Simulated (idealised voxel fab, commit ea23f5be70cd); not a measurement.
The process module that follows is named voxel capacitor over wiring.
Section cut is 155 nm wide and gridded with 5 nm square cells.
We lay out every cross-section as a grid of square cells and spell it out in bands from the top down, where one band means one or more rows of cells.
Basically the band line says how high the top is and how high the bottom is, in nm, and then what's in it from left to right, every material with its width in nm. Empty space shows up as "air", and if a single material carries "full width" it runs the full band edge to edge.
Convention: height 0 is the level below which the wafer, as received, is all one material. The lowest band does not terminate at the bottom but continues downward, represented as "from 0 down".
Width spec "30 to 40" -> top row of cells at first value, bottom row at second value, equal per-row change in between.
Key: "no alteration" - step with no changed cell in the cross-section.
Listed in "Sealed void listing": every empty space of 8 or more cells without an open way to the top. Form: width x height at distance, the distance being from the left edge, all in nm.
Heads up: the bit after the settings on a step's line is the simulator's remark on that step.
A step line may carry the setting "overlay nm", which, for steps involving a mask, states the distance by which the mask lay to the right of its intended position; negative values denote displacement to the left.

### Steps in the process plan
step 1: RECEIVE (material Si)
step 2: CONFORMAL_DEP (material SiO2; thk nm 15)
step 3: CONFORMAL_DEP (material SiCN; thk nm 5)
step 4: DIRECTIONAL_DEP (material SiO2; thk nm 20)
step 5: DIRECTIONAL_DEP (material aC; thk nm 10)
step 6: PATTERN (tone open; mask id METAL_1; material resist; width nm 30; pitch nm 85; thk nm 30; overlay nm 0)
step 7: DIRECTIONAL_ETCH (etch materials aC; depth nm 10)
step 8: STRIP (etch materials resist)
step 9: DIRECTIONAL_ETCH (etch materials SiO2; depth nm 20)
step 10: DIRECTIONAL_ETCH (etch materials SiCN; depth nm 5)
step 11: STRIP (etch materials aC)
step 12: CONFORMAL_DEP (material TiN; thk nm 5)
step 13: FILL_DEP (material Cu; thk nm 10)
step 14: CMP (height nm 40)
step 15: EPI (material Ru; thk nm 5)
step 16: FILL_DEP (material SiCN; thk nm 5)
step 17: DIRECTIONAL_DEP (material lowk; thk nm 20)
step 18: DIRECTIONAL_DEP (material aC; thk nm 10)
step 19: PATTERN (tone open; mask id PLUG_1; material resist; width nm 15; thk nm 30; overlay nm 0)
step 20: DIRECTIONAL_ETCH (etch materials aC; depth nm 10)
step 21: STRIP (etch materials resist)
step 22: DIRECTIONAL_ETCH (etch materials lowk; depth nm 20)
step 23: DIRECTIONAL_ETCH (etch materials SiCN; depth nm 5)
step 24: STRIP (etch materials aC)
step 25: EPI (material Ru; thk nm 10)
step 26: EPI (material Ru; thk nm 10)
step 27: EPI (material Ru; thk nm 5)
step 28: DIRECTIONAL_DEP (material TiN; thk nm 5)
step 29: DIRECTIONAL_DEP (material HfO2; thk nm 5)
step 30: DIRECTIONAL_DEP (material TiN; thk nm 5)
step 31: PATTERN (tone cover; mask id UPPER_PLATE; material resist; width nm 60; thk nm 15; overlay nm 0)
step 32: DIRECTIONAL_ETCH (etch materials TiN; depth nm 5)
step 33: DIRECTIONAL_ETCH (etch materials HfO2; depth nm 5)
step 34: STRIP (etch materials resist)
step 35: DIRECTIONAL_DEP (material aC; thk nm 15)
step 36: PATTERN (tone cover; mask id LOWER_PLATE; material resist; width nm 70; thk nm 35; overlay nm 0)
step 37: DIRECTIONAL_ETCH (etch materials aC; depth nm 15)
step 38: STRIP (etch materials resist)
step 39: DIRECTIONAL_ETCH (etch materials TiN; depth nm 5)
step 40: STRIP (etch materials aC)
step 41: FILL_DEP (material SiO2; thk nm 15)
step 42: CMP (height nm 95)
step 43: MASKED_ETCH (tone open; mask id PLUG_2; width nm 15; etch materials SiO2; depth nm 10; overlay nm 0)
step 44: CONFORMAL_DEP (material TiN; thk nm 5)
step 45: FILL_DEP (material W; thk nm 10)
step 46: CMP (height nm 95)
step 47: CONFORMAL_DEP (material SiCN; thk nm 5)

### As received (post step 1): cross-section
- from 0 down: Si full width
- Sealed void listing: none

### Cross-section taken at module completion on the first of two wafers; processed per the plan
- from 100 to 95: SiCN full width
- from 95 to 90: SiO2: 45 / TiN: 5 / W: 5 / TiN: 5 / SiO2: 95
- from 90 to 80: SiO2: 45 to 35 / TiN: 15 to 60 / SiO2: 95 to 60
- from 80 to 75: SiO2: 35 / HfO2: 60 / SiO2: 60
- from 75 to 70: SiO2: 30 / TiN: 70 / SiO2: 55
- from 70 to 50: lowk: 35 / Ru: 15 / lowk: 105
- from 50 to 45: SiCN: 35 / Ru: 15 / SiCN: 105
- from 45 to 40: SiCN: 15 / Ru: 40 / SiCN: 45 / Ru: 40 / SiCN: 15
- from 40 to 20: SiO2: 20 / TiN: 5 / Cu: 20 / TiN: 5 / SiO2: 55 / TiN: 5 / Cu: 20 / TiN: 5 / SiO2: 20
- from 20 to 15: SiCN: 20 / TiN: 30 / SiCN: 55 / TiN: 30 / SiCN: 20
- from 15 to 0: SiO2 full width
- from 0 down: Si full width
- Sealed void listing: none

### This cross-section belongs to the second wafer of two at the end of the module; the start and the plan were shared with the first, and the run included one mistake
- from 100 to 95: SiCN full width
- from 95 to 90: SiO2: 45 / TiN: 5 / W: 5 / TiN: 5 / SiO2: 95
- from 90 to 80: SiO2: 45 to 35 / TiN: 15 to 60 / SiO2: 95 to 60
- from 80 to 75: SiO2: 35 / HfO2: 60 / SiO2: 60
- from 75 to 70: SiO2: 30 / TiN: 70 / SiO2: 55
- from 70 to 50: lowk: 35 / Ru: 15 / lowk: 105
- from 50 to 45: SiCN: 35 / Ru: 15 / SiCN: 105
- from 45 to 40: SiCN: 15 / Ru: 45 / SiCN: 40 / Ru: 45 / SiCN: 10
- from 40 to 20: SiO2: 20 / TiN: 5 / Cu: 25 / TiN: 5 / SiO2: 50 / TiN: 5 / Cu: 25 / TiN: 5 / SiO2: 15
- from 20 to 15: SiCN: 20 / TiN: 35 / SiCN: 50 / TiN: 35 / SiCN: 15
- from 15 to 0: SiO2 full width
- from 0 down: Si full width
- Sealed void listing: none
Against the plan, the run slipped here: rather than as planned, step 6 actually ran as PATTERN (tone open; mask id METAL_1; material resist; width nm 35; pitch nm 85; thk nm 30; overlay nm 0)
Count the cells at the end and the second wafer has more or fewer of some materials than the first: +8 Cu; +2 Ru; -4 SiCN; -8 SiO2; +2 TiN
